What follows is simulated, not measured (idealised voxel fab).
process module | voxel capacitor over wiring
cross-section cut | 190 nm wide | cells 5 nm
A cross-section is a grid of square cells, given in bands from the top down. A band is one or more rows of cells.
Each band's line starts with the height of the band's top and of its bottom, in nm. Then come its materials from left to right, each with its width in nm. One material with "throughout" fills the band from edge to edge. "air" is empty space.
Height 0 is the level under which the wafer as received is all one material. The lowest band goes on downwards, as in "0 down".
A width such as "30 to 40" changes by the same amount from each row of cells to the next, from the band's top row to its bottom row.
"no change" after a step means that no cell of the cross-section changed.
closed voids: empty space of 8 cells or more with no open way to the top, each as width x height at its distance from the left edge, in nm
after a step's settings: what the simulator itself notes on the step
overlay nm, on a step with a mask: how far to the right of its planned place the mask lay; to the left if negative
plan
1 op RECEIVE | material Si
2 op CONFORMAL_DEP | material SiO2 | thk nm 10
3 op DIRECTIONAL_DEP | material TiN | thk nm 5
4 op DIRECTIONAL_DEP | material W | thk nm 25
5 op DIRECTIONAL_DEP | material aC | thk nm 10
6 op PATTERN | tone cover | mask id METAL_1 | material resist | width nm 20 | pitch nm 75 | thk nm 30 | overlay nm 0
7 op DIRECTIONAL_ETCH | etch materials aC | depth nm 10
8 op STRIP | etch materials resist
9 op DIRECTIONAL_ETCH | etch materials W | depth nm 25
10 op DIRECTIONAL_ETCH | etch materials TiN | depth nm 5
11 op STRIP | etch materials aC
12 op FILL_DEP | material lowk | thk nm 10
13 op CMP | height nm 40
14 op CONFORMAL_DEP | material SiCN | thk nm 5
15 op DIRECTIONAL_DEP | material lowk | thk nm 15
16 op MASKED_ETCH | tone open | mask id PLUG_1 | width nm 15 | etch materials lowk | depth nm 15 | overlay nm 0
17 op MASKED_ETCH | tone open | mask id PLUG_1 | width nm 15 | etch materials SiCN | depth nm 5 | overlay nm 0
18 op CONFORMAL_DEP | material TiN | thk nm 5
19 op FILL_DEP | material Cu | thk nm 5
20 op CMP | height nm 60
21 op DIRECTIONAL_DEP | material TiN | thk nm 10
22 op DIRECTIONAL_DEP | material SiN | thk nm 5
23 op DIRECTIONAL_DEP | material TiN | thk nm 10
24 op PATTERN | tone cover | mask id UPPER_PLATE | material resist | width nm 60 | thk nm 15 | overlay nm 0
25 op DIRECTIONAL_ETCH | etch materials TiN | depth nm 10
26 op DIRECTIONAL_ETCH | etch materials SiN | depth nm 5
27 op STRIP | etch materials resist
28 op PATTERN | tone cover | mask id LOWER_PLATE | material resist | width nm 70 | thk nm 15 | overlay nm 0
29 op DIRECTIONAL_ETCH | etch materials TiN | depth nm 10
30 op STRIP | etch materials resist
31 op FILL_DEP | material SiO2 | thk nm 20
32 op CMP | height nm 100
33 op MASKED_ETCH | tone open | mask id PLUG_2 | width nm 15 | etch materials SiO2 | depth nm 15 | overlay nm 0
34 op CONFORMAL_DEP | material TiN | thk nm 5
35 op FILL_DEP | material Cu | thk nm 10
36 op CMP | height nm 100
37 op CONFORMAL_DEP | material SiCN | thk nm 5
first wafer, as planned
as received, after step 1
  0 down: Si throughout
  closed voids: none
after step 2
  10 to 0: SiO2 throughout
  below 0: unchanged
after step 3
  15 to 10: TiN throughout
  below 10: unchanged
after step 4
  40 to 15: W throughout
  below 15: unchanged
after step 5
  50 to 40: aC throughout
  below 40: unchanged
after step 6
  80 to 50: air 45 | resist 20 | air 55 | resist 20 | air 50
  below 50: unchanged
after step 7
  70 to 50: air 45 | resist 20 | air 55 | resist 20 | air 50
  50 to 40: air 45 | aC 20 | air 55 | aC 20 | air 50
  below 40: unchanged
after step 8
  50 to 40: air 45 | aC 20 | air 55 | aC 20 | air 50
  below 40: unchanged
after step 9
  50 to 40: air 45 | aC 20 | air 55 | aC 20 | air 50
  40 to 15: air 45 | W 20 | air 55 | W 20 | air 50
  below 15: unchanged
after step 10
  50 to 40: air 45 | aC 20 | air 55 | aC 20 | air 50
  40 to 15: air 45 | W 20 | air 55 | W 20 | air 50
  15 to 10: air 45 | TiN 20 | air 55 | TiN 20 | air 50
  below 10: unchanged
after step 11
  40 to 15: air 45 | W 20 | air 55 | W 20 | air 50
  below 15: unchanged
after step 12
  50 to 40: lowk throughout
  40 to 15: lowk 45 | W 20 | lowk 55 | W 20 | lowk 50
  15 to 10: lowk 45 | TiN 20 | lowk 55 | TiN 20 | lowk 50
  below 10: unchanged
after step 13
  40 to 15: lowk 45 | W 20 | lowk 55 | W 20 | lowk 50
  below 15: unchanged
after step 14
  45 to 40: SiCN throughout
  below 40: unchanged
after step 15
  60 to 45: lowk throughout
  below 45: unchanged
after step 16
  60 to 45: lowk 50 | air 15 | lowk 125
  below 45: unchanged
after step 17
  60 to 45: lowk 50 | air 15 | lowk 125
  45 to 40: SiCN 50 | air 15 | SiCN 125
  below 40: unchanged
after step 18
  65 to 60: TiN 55 | air 5 | TiN 130
  60 to 45: lowk 50 | TiN 5 | air 5 | TiN 5 | lowk 125
  45 to 40: SiCN 50 | TiN 15 | SiCN 125
  below 40: unchanged
after step 19
  70 to 65: Cu throughout
  65 to 60: TiN 55 | Cu 5 | TiN 130
  60 to 45: lowk 50 | TiN 5 | Cu 5 | TiN 5 | lowk 125
  below 45: unchanged
after step 20
  60 to 45: lowk 50 | TiN 5 | Cu 5 | TiN 5 | lowk 125
  below 45: unchanged
after step 21
  70 to 60: TiN throughout
  below 60: unchanged
after step 22
  75 to 70: SiN throughout
  below 70: unchanged
after step 23
  85 to 75: TiN throughout
  below 75: unchanged
after step 24
  100 to 85: air 50 | resist 60 | air 80
  below 85: unchanged
after step 25
  100 to 85: air 50 | resist 60 | air 80
  85 to 75: air 50 | TiN 60 | air 80
  below 75: unchanged
after step 26
  100 to 85: air 50 | resist 60 | air 80
  85 to 75: air 50 | TiN 60 | air 80
  75 to 70: air 50 | SiN 60 | air 80
  below 70: unchanged
after step 27
  85 to 75: air 50 | TiN 60 | air 80
  below 75: unchanged
after step 28
  100 to 85: air 45 | resist 70 | air 75
  85 to 75: air 45 | resist 5 | TiN 60 | resist 5 | air 75
  75 to 70: air 45 | resist 5 | SiN 60 | resist 5 | air 75
  below 70: unchanged
after step 29
  100 to 85: air 45 | resist 70 | air 75
  85 to 75: air 45 | resist 5 | TiN 60 | resist 5 | air 75
  75 to 70: air 45 | resist 5 | SiN 60 | resist 5 | air 75
  70 to 60: air 45 | TiN 70 | air 75
  below 60: unchanged
after step 30
  85 to 75: air 50 | TiN 60 | air 80
  75 to 70: air 50 | SiN 60 | air 80
  below 70: unchanged
after step 31
  105 to 85: SiO2 throughout
  85 to 75: SiO2 50 | TiN 60 | SiO2 80
  75 to 70: SiO2 50 | SiN 60 | SiO2 80
  70 to 60: SiO2 45 | TiN 70 | SiO2 75
  below 60: unchanged
after step 32
  100 to 85: SiO2 throughout
  below 85: unchanged
after step 33
  100 to 85: SiO2 60 | air 15 | SiO2 115
  below 85: unchanged
after step 34
  105 to 100: TiN 65 | air 5 | TiN 120
  100 to 90: SiO2 60 | TiN 5 | air 5 | TiN 5 | SiO2 115
  90 to 85: SiO2 60 | TiN 15 | SiO2 115
  below 85: unchanged
after step 35
  115 to 105: Cu throughout
  105 to 100: TiN 65 | Cu 5 | TiN 120
  100 to 90: SiO2 60 | TiN 5 | Cu 5 | TiN 5 | SiO2 115
  below 90: unchanged
after step 36
  100 to 90: SiO2 60 | TiN 5 | Cu 5 | TiN 5 | SiO2 115
  below 90: unchanged
after step 37
  105 to 100: SiCN throughout
  below 100: unchanged
second wafer: like start, like plan, one mistake. Through step 5 it matches the first wafer
when step 6 should have ended
  80 to 50: air 40 | resist 30 | air 45 | resist 30 | air 45
  below 50: unchanged
when step 7 should have ended
  70 to 50: air 40 | resist 30 | air 45 | resist 30 | air 45
  50 to 40: air 40 | aC 30 | air 45 | aC 30 | air 45
  below 40: unchanged
when step 8 should have ended
  50 to 40: air 40 | aC 30 | air 45 | aC 30 | air 45
  below 40: unchanged
when step 9 should have ended
  50 to 40: air 40 | aC 30 | air 45 | aC 30 | air 45
  40 to 15: air 40 | W 30 | air 45 | W 30 | air 45
  below 15: unchanged
when step 10 should have ended
  50 to 40: air 40 | aC 30 | air 45 | aC 30 | air 45
  40 to 15: air 40 | W 30 | air 45 | W 30 | air 45
  15 to 10: air 40 | TiN 30 | air 45 | TiN 30 | air 45
  below 10: unchanged
when step 11 should have ended
  40 to 15: air 40 | W 30 | air 45 | W 30 | air 45
  below 15: unchanged
when step 12 should have ended
  50 to 40: lowk throughout
  40 to 15: lowk 40 | W 30 | lowk 45 | W 30 | lowk 45
  15 to 10: lowk 40 | TiN 30 | lowk 45 | TiN 30 | lowk 45
  below 10: unchanged
when step 13 should have ended
  40 to 15: lowk 40 | W 30 | lowk 45 | W 30 | lowk 45
  below 15: unchanged
when step 14 should have ended
  45 to 40: SiCN throughout
  below 40: unchanged
when step 15 should have ended
  60 to 45: lowk throughout
  below 45: unchanged
when step 16 should have ended
  60 to 45: lowk 50 | air 15 | lowk 125
  below 45: unchanged
when step 17 should have ended
  60 to 45: lowk 50 | air 15 | lowk 125
  45 to 40: SiCN 50 | air 15 | SiCN 125
  below 40: unchanged
when step 18 should have ended
  65 to 60: TiN 55 | air 5 | TiN 130
  60 to 45: lowk 50 | TiN 5 | air 5 | TiN 5 | lowk 125
  45 to 40: SiCN 50 | TiN 15 | SiCN 125
  below 40: unchanged
when step 19 should have ended
  70 to 65: Cu throughout
  65 to 60: TiN 55 | Cu 5 | TiN 130
  60 to 45: lowk 50 | TiN 5 | Cu 5 | TiN 5 | lowk 125
  below 45: unchanged
when step 20 should have ended
  60 to 45: lowk 50 | TiN 5 | Cu 5 | TiN 5 | lowk 125
  below 45: unchanged
when step 21 should have ended
  70 to 60: TiN throughout
  below 60: unchanged
when step 22 should have ended
  75 to 70: SiN throughout
  below 70: unchanged
when step 23 should have ended
  85 to 75: TiN throughout
  below 75: unchanged
when step 24 should have ended
  100 to 85: air 50 | resist 60 | air 80
  below 85: unchanged
when step 25 should have ended
  100 to 85: air 50 | resist 60 | air 80
  85 to 75: air 50 | TiN 60 | air 80
  below 75: unchanged
when step 26 should have ended
  100 to 85: air 50 | resist 60 | air 80
  85 to 75: air 50 | TiN 60 | air 80
  75 to 70: air 50 | SiN 60 | air 80
  below 70: unchanged
when step 27 should have ended
  85 to 75: air 50 | TiN 60 | air 80
  below 75: unchanged
when step 28 should have ended
  100 to 85: air 45 | resist 70 | air 75
  85 to 75: air 45 | resist 5 | TiN 60 | resist 5 | air 75
  75 to 70: air 45 | resist 5 | SiN 60 | resist 5 | air 75
  below 70: unchanged
when step 29 should have ended
  100 to 85: air 45 | resist 70 | air 75
  85 to 75: air 45 | resist 5 | TiN 60 | resist 5 | air 75
  75 to 70: air 45 | resist 5 | SiN 60 | resist 5 | air 75
  70 to 60: air 45 | TiN 70 | air 75
  below 60: unchanged
when step 30 should have ended
  85 to 75: air 50 | TiN 60 | air 80
  75 to 70: air 50 | SiN 60 | air 80
  below 70: unchanged
when step 31 should have ended
  105 to 85: SiO2 throughout
  85 to 75: SiO2 50 | TiN 60 | SiO2 80
  75 to 70: SiO2 50 | SiN 60 | SiO2 80
  70 to 60: SiO2 45 | TiN 70 | SiO2 75
  below 60: unchanged
when step 32 should have ended
  100 to 85: SiO2 throughout
  below 85: unchanged
when step 33 should have ended
  100 to 85: SiO2 60 | air 15 | SiO2 115
  below 85: unchanged
when step 34 should have ended
  105 to 100: TiN 65 | air 5 | TiN 120
  100 to 90: SiO2 60 | TiN 5 | air 5 | TiN 5 | SiO2 115
  90 to 85: SiO2 60 | TiN 15 | SiO2 115
  below 85: unchanged
when step 35 should have ended
  115 to 105: Cu throughout
  105 to 100: TiN 65 | Cu 5 | TiN 120
  100 to 90: SiO2 60 | TiN 5 | Cu 5 | TiN 5 | SiO2 115
  below 90: unchanged
when step 36 should have ended
  100 to 90: SiO2 60 | TiN 5 | Cu 5 | TiN 5 | SiO2 115
  below 90: unchanged
when step 37 should have ended
  105 to 100: SiCN throughout
  below 100: unchanged
what went wrong: step 6 ran as: op PATTERN | tone cover | mask id METAL_1 | material resist | width nm 30 | pitch nm 75 | thk nm 30 | overlay nm 0
at the end the second wafer has, in cells: 4 more of TiN | 20 more of W | 24 fewer of lowk
